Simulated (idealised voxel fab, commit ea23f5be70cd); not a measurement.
Documented hereafter: the process module known as voxel transistor to metal.
This is section cut - it's 205 nm across, gridded in 5 nm square cells.
For the purposes of this document, a cross-section shall be understood as a grid of square cells, specified as bands listed in top-to-bottom order, each band consisting of one or more rows of cells.
Band entry format. Leading values: height of top, height of bottom, nm. Remainder: materials in left-to-right order, each with its width in nm. Special words: "everywhere" on a single material, which then fills the band edge to edge; "air", empty space.
The reference from which all heights are counted is 0, the level beneath which the as-received wafer is entirely one material; the lowest band, having no lower bound, proceeds downward and is written after the example "z 0 and below".
Note: "30..40" means the width goes from the first number (top row of the band) to the second number (bottom row) in equal steps per row of cells.
For the purposes of this document, the phrase "all unchanged" attached to a step denotes that no cell within the cross-section was modified by that step.
In the "Closed internal cavities" entry, you get each enclosed empty space of 8 cells or more, one with no open way to the top, written width x height at distance, distance from the left edge, in nm.
after a step's settings: what the simulator itself notes on the step
On any step carrying a mask, the "overlay nm" setting, if present on the step's line, tells how far right of its planned place the mask lay; negative values point to the left.

[Intended process steps]
- 1: RECEIVE (material Si)
- 2: OXIDIZE (depth nm 5)
- 3: CONFORMAL_DEP (material SiN; thk nm 15)
- 4: DIRECTIONAL_DEP (material aC; thk nm 10)
- 5: PATTERN (tone cover; mask id ACTIVE; material resist; width nm 105; thk nm 25; overlay nm 0)
- 6: DIRECTIONAL_ETCH (etch materials aC; depth nm 10)
- 7: STRIP (etch materials resist)
- 8: DIRECTIONAL_ETCH (etch materials SiN; depth nm 15)
- 9: DIRECTIONAL_ETCH (etch materials SiO2; depth nm 5)
- 10: DIRECTIONAL_ETCH (etch materials Si; depth nm 35)
- 11: STRIP (etch materials aC)
- 12: FILL_DEP (material SiO2; thk nm 15)
- 13: CMP (height nm 15)
- 14: SELECTIVE_ETCH (etch materials SiO2; depth nm 10)
- 15: STRIP (etch materials SiN)
- 16: SELECTIVE_ETCH (etch materials SiO2; depth nm 5)
- 17: OXIDIZE (depth nm 5)
- 18: DIRECTIONAL_DEP (material polySi; thk nm 20)
- 19: DIRECTIONAL_DEP (material SiCN; thk nm 15)
- 20: MASKED_ETCH (tone cover; mask id GATE; width nm 25; etch materials SiCN; depth nm 25; overlay nm 0)
- 21: MASKED_ETCH (tone cover; mask id GATE; width nm 25; etch materials polySi; depth nm 30; overlay nm 0)
- 22: CONFORMAL_DEP (material SiN; thk nm 10)
- 23: DIRECTIONAL_ETCH (etch materials SiN; depth nm 10)
- 24: DIRECTIONAL_ETCH (etch materials SiO2; depth nm 5)
- 25: DIRECTIONAL_ETCH (etch materials Si; depth nm 15)
- 26: EPI (material pSi; thk nm 15)
- 27: FILL_DEP (material SiO2; thk nm 10)
- 28: CMP (height nm 15)
- 29: STRIP (etch materials polySi)
- 30: SELECTIVE_ETCH (etch materials SiO2; depth nm 5)
- 31: CONFORMAL_DEP (material HfO2; thk nm 5)
- 32: CONFORMAL_DEP (material TiN; thk nm 5)
- 33: FILL_DEP (material W; thk nm 5)
- 34: CMP (height nm 10)
- 35: DIRECTIONAL_DEP (material SiO2; thk nm 15)
- 36: MASKED_ETCH (tone open; mask id CONTACT; width nm 15; pitch nm 80; etch materials SiO2; depth nm 20; overlay nm -15)
- 37: CONFORMAL_DEP (material TiN; thk nm 5)
- 38: FILL_DEP (material W; thk nm 5)
- 39: CMP (height nm 25)
- 40: CONFORMAL_DEP (material SiCN; thk nm 5)
- 41: DIRECTIONAL_DEP (material SiO2; thk nm 25)
- 42: DIRECTIONAL_DEP (material aC; thk nm 10)
- 43: PATTERN (tone open; mask id METAL_1; material resist; width nm 15; pitch nm 80; thk nm 30; overlay nm 0)
- 44: DIRECTIONAL_ETCH (etch materials aC; depth nm 10)
- 45: STRIP (etch materials resist)
- 46: DIRECTIONAL_ETCH (etch materials SiO2; depth nm 25)
- 47: DIRECTIONAL_ETCH (etch materials SiCN; depth nm 5)
- 48: STRIP (etch materials aC)
- 49: CONFORMAL_DEP (material TiN; thk nm 5)
- 50: FILL_DEP (material W; thk nm 5)
- 51: CMP (height nm 55)
- 52: EPI (material Ru; thk nm 5)
- 53: FILL_DEP (material SiCN; thk nm 5)
Every wafer here starts from the same state; it is the step 36 overlay nm that distinguishes them, and the value the plan gives belongs to the first wafer.

[After step 1, as received: first of several wafers, cross-section]
* z 0 and below: Si everywhere
* Closed internal cavities: none

[The figure below presents a cross-section of the first of several wafers at the conclusion of the module, following its last step, step 53]
* z 65 to 60: SiCN everywhere
* z 60 to 55: SiCN 50, Ru 25, SiCN 55, Ru 25, SiCN 50
* z 55 to 30: SiO2 55, TiN 5, W 5, TiN 5, SiO2 65, TiN 5, W 5, TiN 5, SiO2 55
* z 30 to 25: SiCN 55, TiN 15, SiCN 65, TiN 15, SiCN 55
* z 25 to 15: SiO2 40, TiN 5, W 5, TiN 5, SiO2 65, TiN 5, W 5, TiN 5, SiO2 70
* z 15 to 10: SiO2 40, TiN 5, W 5, TiN 5, SiO2 65, TiN 15, SiO2 70
* z 10 to 5: SiO2 40, TiN 15, SiO2 25, SiN 10, HfO2 5, TiN 5, W 5, TiN 5, HfO2 5, SiN 10, TiN 10, SiO2 70
* z 5 to 0: SiO2 50, pSi 30, SiN 10, HfO2 5, TiN 5, W 5, TiN 5, HfO2 5, SiN 10, pSi 30, SiO2 50
* z 0 to -5: SiO2 45, SiN 10, pSi 25, SiN 10, HfO2 5, TiN 15, HfO2 5, SiN 10, pSi 25, SiN 10, SiO2 45
* z -5 to -10: SiO2 55, pSi 25, SiO2 5, HfO2 35, SiO2 5, pSi 25, SiO2 55
* z -10 to -25: SiO2 50, Si 5, pSi 25, Si 45, pSi 25, Si 5, SiO2 50
* z -25 to -40: SiO2 50, Si 105, SiO2 50
* z -40 and below: Si everywhere
* Closed internal cavities: none

[Last-wafer cross-section at the end of the module]
* z 65 to 60: SiCN everywhere
* z 60 to 55: SiCN 50, Ru 25, SiCN 55, Ru 25, SiCN 50
* z 55 to 30: SiO2 55, TiN 5, W 5, TiN 5, SiO2 65, TiN 5, W 5, TiN 5, SiO2 55
* z 30 to 25: SiCN 55, TiN 15, SiCN 65, TiN 15, SiCN 55
* z 25 to 15: SiO2 70, TiN 5, W 5, TiN 5, SiO2 65, TiN 5, W 5, TiN 5, SiO2 40
* z 15 to 10: SiO2 70, TiN 15, SiO2 65, TiN 5, W 5, TiN 5, SiO2 40
* z 10 to 5: SiO2 70, TiN 10, SiN 10, HfO2 5, TiN 5, W 5, TiN 5, HfO2 5, SiN 10, SiO2 25, TiN 15, SiO2 40
* z 5 to 0: SiO2 50, pSi 30, SiN 10, HfO2 5, TiN 5, W 5, TiN 5, HfO2 5, SiN 10, pSi 30, SiO2 50
* z 0 to -5: SiO2 45, SiN 10, pSi 25, SiN 10, HfO2 5, TiN 15, HfO2 5, SiN 10, pSi 25, SiN 10, SiO2 45
* z -5 to -10: SiO2 55, pSi 25, SiO2 5, HfO2 35, SiO2 5, pSi 25, SiO2 55
* z -10 to -25: SiO2 50, Si 5, pSi 25, Si 45, pSi 25, Si 5, SiO2 50
* z -25 to -40: SiO2 50, Si 105, SiO2 50
* z -40 and below: Si everywhere
* Closed internal cavities: none

[The table below has one row for each wafer; a row shows, as of the end of the module, how many cells of each material the wafer has gained, marked (+), or lost, marked (-), since it was received, and then the wafer's closed voids]
overlay nm -15, +13 HfO2, +10 Ru, -232 Si, +107 SiCN, +16 SiN, +489 SiO2, +51 TiN, +17 W, +62 pSi, Closed internal cavities: none
overlay nm -10, +13 HfO2, +10 Ru, -232 Si, +107 SiCN, +16 SiN, +488 SiO2, +51 TiN, +18 W, +62 pSi, Closed internal cavities: none
overlay nm -5, +13 HfO2, +10 Ru, -232 Si, +107 SiCN, +16 SiN, +488 SiO2, +51 TiN, +18 W, +62 pSi, Closed internal cavities: none
overlay nm 0, +13 HfO2, +10 Ru, -232 Si, +107 SiCN, +16 SiN, +488 SiO2, +51 TiN, +18 W, +62 pSi, Closed internal cavities: none
overlay nm 5, +13 HfO2, +10 Ru, -232 Si, +107 SiCN, +16 SiN, +488 SiO2, +51 TiN, +18 W, +62 pSi, Closed internal cavities: none
overlay nm 10, +13 HfO2, +10 Ru, -232 Si, +107 SiCN, +16 SiN, +488 SiO2, +51 TiN, +18 W, +62 pSi, Closed internal cavities: none
overlay nm 15, +13 HfO2, +10 Ru, -232 Si, +107 SiCN, +16 SiN, +489 SiO2, +51 TiN, +17 W, +62 pSi, Closed internal cavities: none
